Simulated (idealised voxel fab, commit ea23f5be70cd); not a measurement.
process module | voxel self aligned contacts
For reference, the cross-section in this document is cut, with width 295 nm and square cells of 5 nm.
Cross-section = grid of square cells, listed top down in bands; band = one or more rows. The band entry comprises the height of the band's top followed by the height of its bottom, expressed in nm, and subsequently the band's materials from left to right, each stated together with its width in nm. Where a single material is marked with the word "everywhere", that material fills the band from edge to edge. The word "blank" represents empty space. Ref level 0: as-received wafer is one material below here. Bottom band extends down with no lower bound ("0 -> down"). Note: "30..40" means the width goes from the first number (top row of the band) to the second number (bottom row) in equal steps per row of cells. Reading "nothing was modified" for a step: not a cell of the cross-section changed in it. The list in "Tabulated closed voids" covers empty spaces of 8 cells or more that cannot reach the top through any open way, and it gives each as width x height at distance; the distance is from the left edge, and width, height and distance are in nm. Heads up: the bit after the settings on a step's line is the simulator's remark on that step. "overlay nm" answers the question of how far to the right of plan the mask lay on a step that has a mask, and when it is negative the answer is to the left.
So here's the lineup of process steps we planned:
1,RECEIVE: material Si
2,CONFORMAL_DEP: material SiO2, thk nm 5
3,DIRECTIONAL_DEP: material polySi, thk nm 20
4,DIRECTIONAL_DEP: material SiN, thk nm 20
5,DIRECTIONAL_DEP: material aC, thk nm 10
6,PATTERN: tone cover, mask id GATE, material resist, width nm 30, pitch nm 75, thk nm 25, overlay nm 0
7,DIRECTIONAL_ETCH: etch materials aC, depth nm 10
8,STRIP: etch materials resist
9,DIRECTIONAL_ETCH: etch materials SiN, depth nm 20
10,DIRECTIONAL_ETCH: etch materials polySi, depth nm 20
11,STRIP: etch materials aC
12,CONFORMAL_DEP: material SiN, thk nm 10
13,DIRECTIONAL_ETCH: etch materials SiN, depth nm 10
14,FILL_DEP: material SiO2, thk nm 20
15,CMP: height nm 55
16,DIRECTIONAL_DEP: material aC, thk nm 15
17,PATTERN: tone open, mask id CONTACT, material resist, width nm 55, thk nm 30, overlay nm 0
18,DIRECTIONAL_ETCH: etch materials aC, depth nm 15
19,STRIP: etch materials resist
20,DIRECTIONAL_ETCH: etch materials SiO2, depth nm 55
21,STRIP: etch materials aC
22,CONFORMAL_DEP: material TiN, thk nm 5
23,FILL_DEP: material W, thk nm 5
24,CMP: height nm 55
25,CONFORMAL_DEP: material SiN, thk nm 5
Cross-sectional view of the wafer in its as-received condition, corresponding to the state after step 1:
  0 -> down: Si everywhere
  Tabulated closed voids: none
A wafer at the end: this start, this plan, one mistake:
  60 -> 55: SiN everywhere
  55 -> 45: 120 SiO2, then 5..20 TiN, then 45..15 W, then 5..20 TiN, then 120 SiO2
  45 -> 30: 85 SiO2, then 10 SiN, then 30 polySi, then 10 SiN, then 5 TiN, then 15 W, then 5 TiN, then 10 SiN, then 30 polySi, then 10 SiN, then 85 SiO2
  30 -> 25: 85 SiO2, then 10 SiN, then 30 polySi, then 10 SiN, then 25 TiN, then 10 SiN, then 30 polySi, then 10 SiN, then 85 SiO2
  25 -> 5: SiN everywhere
  5 -> 0: SiO2 everywhere
  0 -> down: Si everywhere
  Tabulated closed voids: none
Misprocessing identified: plan vs actual: 3 and 4 interchanged
